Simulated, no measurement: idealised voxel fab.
process module | voxel tone inversion
cross-section cut | 205 nm wide | cells 5 nm
A cross-section is a grid of square cells, given in bands from the top down. A band is one or more rows of cells.
Each band's line starts with the height of the band's top and of its bottom, in nm. Then come its materials from left to right, each with its width in nm. One material with "throughout" fills the band from edge to edge. "air" is empty space.
Height 0 is the level under which the wafer as received is all one material. The lowest band goes on downwards, as in "0 down".
A width such as "30 to 40" changes by the same amount from each row of cells to the next, from the band's top row to its bottom row.
"no change" after a step means that no cell of the cross-section changed.
closed voids: empty space of 8 cells or more with no open way to the top, each as width x height at its distance from the left edge, in nm
after a step's settings: what the simulator itself notes on the step
overlay nm, on a step with a mask: how far to the right of its planned place the mask lay; to the left if negative
plan
1 op RECEIVE | material Si
2 op CONFORMAL_DEP | material SiCN | thk nm 10
3 op DIRECTIONAL_DEP | material aC | thk nm 15
4 op PATTERN | tone cover | mask id POSTS | material resist | width nm 25 | pitch nm 45 | thk nm 20 | overlay nm 0
5 op DIRECTIONAL_ETCH | etch materials aC | depth nm 15
6 op STRIP | etch materials resist
7 op FILL_DEP | material SiO2 | thk nm 10
8 op CMP | height nm 25
9 op STRIP | etch materials aC
first wafer, as planned
as received, after step 1
  0 down: Si throughout
  closed voids: none
after step 2
  10 to 0: SiCN throughout
  below 0: unchanged
after step 3
  25 to 10: aC throughout
  below 10: unchanged
after step 4
  45 to 25: air 20 | resist 25 | air 20 | resist 25 | air 20 | resist 25 | air 20 | resist 25 | air 25
  below 25: unchanged
after step 5
  30 to 25: air 20 | resist 25 | air 20 | resist 25 | air 20 | resist 25 | air 20 | resist 25 | air 25
  25 to 10: air 20 | aC 25 | air 20 | aC 25 | air 20 | aC 25 | air 20 | aC 25 | air 25
  below 10: unchanged
after step 6
  25 to 10: air 20 | aC 25 | air 20 | aC 25 | air 20 | aC 25 | air 20 | aC 25 | air 25
  below 10: unchanged
after step 7
  35 to 25: SiO2 throughout
  25 to 10: SiO2 20 | aC 25 | SiO2 20 | aC 25 | SiO2 20 | aC 25 | SiO2 20 | aC 25 | SiO2 25
  below 10: unchanged
after step 8
  25 to 10: SiO2 20 | aC 25 | SiO2 20 | aC 25 | SiO2 20 | aC 25 | SiO2 20 | aC 25 | SiO2 25
  below 10: unchanged
after step 9
  25 to 10: SiO2 20 | air 25 | SiO2 20 | air 25 | SiO2 20 | air 25 | SiO2 20 | air 25 | SiO2 25
  below 10: unchanged
second wafer: like start, like plan, one mistake. Through step 3 it matches the first wafer
when step 4 should have ended
  45 to 25: air 20 | resist 30 | air 15 | resist 30 | air 15 | resist 30 | air 15 | resist 30 | air 20
  below 25: unchanged
when step 5 should have ended
  30 to 25: air 20 | resist 30 | air 15 | resist 30 | air 15 | resist 30 | air 15 | resist 30 | air 20
  25 to 10: air 20 | aC 30 | air 15 | aC 30 | air 15 | aC 30 | air 15 | aC 30 | air 20
  below 10: unchanged
when step 6 should have ended
  25 to 10: air 20 | aC 30 | air 15 | aC 30 | air 15 | aC 30 | air 15 | aC 30 | air 20
  below 10: unchanged
when step 7 should have ended
  35 to 25: SiO2 throughout
  25 to 10: SiO2 20 | aC 30 | SiO2 15 | aC 30 | SiO2 15 | aC 30 | SiO2 15 | aC 30 | SiO2 20
  below 10: unchanged
when step 8 should have ended
  25 to 10: SiO2 20 | aC 30 | SiO2 15 | aC 30 | SiO2 15 | aC 30 | SiO2 15 | aC 30 | SiO2 20
  below 10: unchanged
when step 9 should have ended
  25 to 10: SiO2 20 | air 30 | SiO2 15 | air 30 | SiO2 15 | air 30 | SiO2 15 | air 30 | SiO2 20
  below 10: unchanged
what went wrong: step 4 ran as: op PATTERN | tone cover | mask id POSTS | material resist | width nm 30 | pitch nm 45 | thk nm 20 | overlay nm 0
at the end the second wafer has, in cells: 12 fewer of SiO2
